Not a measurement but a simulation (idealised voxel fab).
process module | voxel trench capacitor
cross-section cut | 200 nm wide | cells 5 nm
A cross-section is a grid of square cells, given in bands from the top down. A band is one or more rows of cells.
Each band's line starts with the height of the band's top and of its bottom, in nm. Then come its materials from left to right, each with its width in nm. One material with "throughout" fills the band from edge to edge. "air" is empty space.
Height 0 is the level under which the wafer as received is all one material. The lowest band goes on downwards, as in "0 down".
A width such as "30 to 40" changes by the same amount from each row of cells to the next, from the band's top row to its bottom row.
"no change" after a step means that no cell of the cross-section changed.
closed voids: empty space of 8 cells or more with no open way to the top, each as width x height at its distance from the left edge, in nm
after a step's settings: what the simulator itself notes on the step
overlay nm, on a step with a mask: how far to the right of its planned place the mask lay; to the left if negative
plan
1 op RECEIVE | material Si
2 op CONFORMAL_DEP | material SiN | thk nm 5
3 op PATTERN | tone open | mask id TRENCH | material resist | width nm 30 | pitch nm 45 | thk nm 15 | overlay nm 0
4 op DIRECTIONAL_ETCH | etch materials SiN | depth nm 5
5 op DIRECTIONAL_ETCH | etch materials Si | depth nm 35
6 op STRIP | etch materials resist
7 op CONFORMAL_DEP | material Al2O3 | thk nm 5
8 op CONFORMAL_DEP | material TiN | thk nm 5
9 op FILL_DEP | material W | thk nm 5
10 op CMP | height nm 5
first wafer, as planned
as received, after step 1
  0 down: Si throughout
  closed voids: none
after step 2
  5 to 0: SiN throughout
  below 0: unchanged
after step 3
  20 to 5: resist 60 | air 30 | resist 15 | air 30 | resist 65
  below 5: unchanged
after step 4
  20 to 5: resist 60 | air 30 | resist 15 | air 30 | resist 65
  5 to 0: SiN 60 | air 30 | SiN 15 | air 30 | SiN 65
  below 0: unchanged
after step 5
  20 to 5: resist 60 | air 30 | resist 15 | air 30 | resist 65
  5 to 0: SiN 60 | air 30 | SiN 15 | air 30 | SiN 65
  0 to -35: Si 60 | air 30 | Si 15 | air 30 | Si 65
  below -35: unchanged
after step 6
  5 to 0: SiN 60 | air 30 | SiN 15 | air 30 | SiN 65
  below 0: unchanged
after step 7
  10 to 5: Al2O3 65 | air 20 | Al2O3 25 | air 20 | Al2O3 70
  5 to 0: SiN 60 | Al2O3 5 | air 20 | Al2O3 5 | SiN 15 | Al2O3 5 | air 20 | Al2O3 5 | SiN 65
  0 to -30: Si 60 | Al2O3 5 | air 20 | Al2O3 5 | Si 15 | Al2O3 5 | air 20 | Al2O3 5 | Si 65
  -30 to -35: Si 60 | Al2O3 30 | Si 15 | Al2O3 30 | Si 65
  below -35: unchanged
after step 8
  15 to 10: TiN 70 | air 10 | TiN 35 | air 10 | TiN 75
  10 to 5: Al2O3 65 | TiN 5 | air 10 | TiN 5 | Al2O3 25 | TiN 5 | air 10 | TiN 5 | Al2O3 70
  5 to 0: SiN 60 | Al2O3 5 | TiN 5 | air 10 | TiN 5 | Al2O3 5 | SiN 15 | Al2O3 5 | TiN 5 | air 10 | TiN 5 | Al2O3 5 | SiN 65
  0 to -25: Si 60 | Al2O3 5 | TiN 5 | air 10 | TiN 5 | Al2O3 5 | Si 15 | Al2O3 5 | TiN 5 | air 10 | TiN 5 | Al2O3 5 | Si 65
  -25 to -30: Si 60 | Al2O3 5 | TiN 20 | Al2O3 5 | Si 15 | Al2O3 5 | TiN 20 | Al2O3 5 | Si 65
  below -30: unchanged
after step 9
  20 to 15: W throughout
  15 to 10: TiN 70 | W 10 | TiN 35 | W 10 | TiN 75
  10 to 5: Al2O3 65 | TiN 5 | W 10 | TiN 5 | Al2O3 25 | TiN 5 | W 10 | TiN 5 | Al2O3 70
  5 to 0: SiN 60 | Al2O3 5 | TiN 5 | W 10 | TiN 5 | Al2O3 5 | SiN 15 | Al2O3 5 | TiN 5 | W 10 | TiN 5 | Al2O3 5 | SiN 65
  0 to -25: Si 60 | Al2O3 5 | TiN 5 | W 10 | TiN 5 | Al2O3 5 | Si 15 | Al2O3 5 | TiN 5 | W 10 | TiN 5 | Al2O3 5 | Si 65
  below -25: unchanged
after step 10
  5 to 0: SiN 60 | Al2O3 5 | TiN 5 | W 10 | TiN 5 | Al2O3 5 | SiN 15 | Al2O3 5 | TiN 5 | W 10 | TiN 5 | Al2O3 5 | SiN 65
  below 0: unchanged
second wafer: like start, like plan, one mistake. Through step 6 it matches the first wafer
when step 7 should have ended
  10 to 5: TiN 65 | air 20 | TiN 25 | air 20 | TiN 70
  5 to 0: SiN 60 | TiN 5 | air 20 | TiN 5 | SiN 15 | TiN 5 | air 20 | TiN 5 | SiN 65
  0 to -30: Si 60 | TiN 5 | air 20 | TiN 5 | Si 15 | TiN 5 | air 20 | TiN 5 | Si 65
  -30 to -35: Si 60 | TiN 30 | Si 15 | TiN 30 | Si 65
  below -35: unchanged
when step 8 should have ended
  15 to 5: TiN 70 | air 10 | TiN 35 | air 10 | TiN 75
  5 to 0: SiN 60 | TiN 10 | air 10 | TiN 10 | SiN 15 | TiN 10 | air 10 | TiN 10 | SiN 65
  0 to -25: Si 60 | TiN 10 | air 10 | TiN 10 | Si 15 | TiN 10 | air 10 | TiN 10 | Si 65
  -25 to -35: Si 60 | TiN 30 | Si 15 | TiN 30 | Si 65
  below -35: unchanged
when step 9 should have ended
  20 to 15: W throughout
  15 to 5: TiN 70 | W 10 | TiN 35 | W 10 | TiN 75
  5 to 0: SiN 60 | TiN 10 | W 10 | TiN 10 | SiN 15 | TiN 10 | W 10 | TiN 10 | SiN 65
  0 to -25: Si 60 | TiN 10 | W 10 | TiN 10 | Si 15 | TiN 10 | W 10 | TiN 10 | Si 65
  below -25: unchanged
when step 10 should have ended
  5 to 0: SiN 60 | TiN 10 | W 10 | TiN 10 | SiN 15 | TiN 10 | W 10 | TiN 10 | SiN 65
  below 0: unchanged
what went wrong: step 7 ran as: op CONFORMAL_DEP | material TiN | thk nm 5
at the end the second wafer has, in cells: 40 fewer of Al2O3 | 40 more of TiN
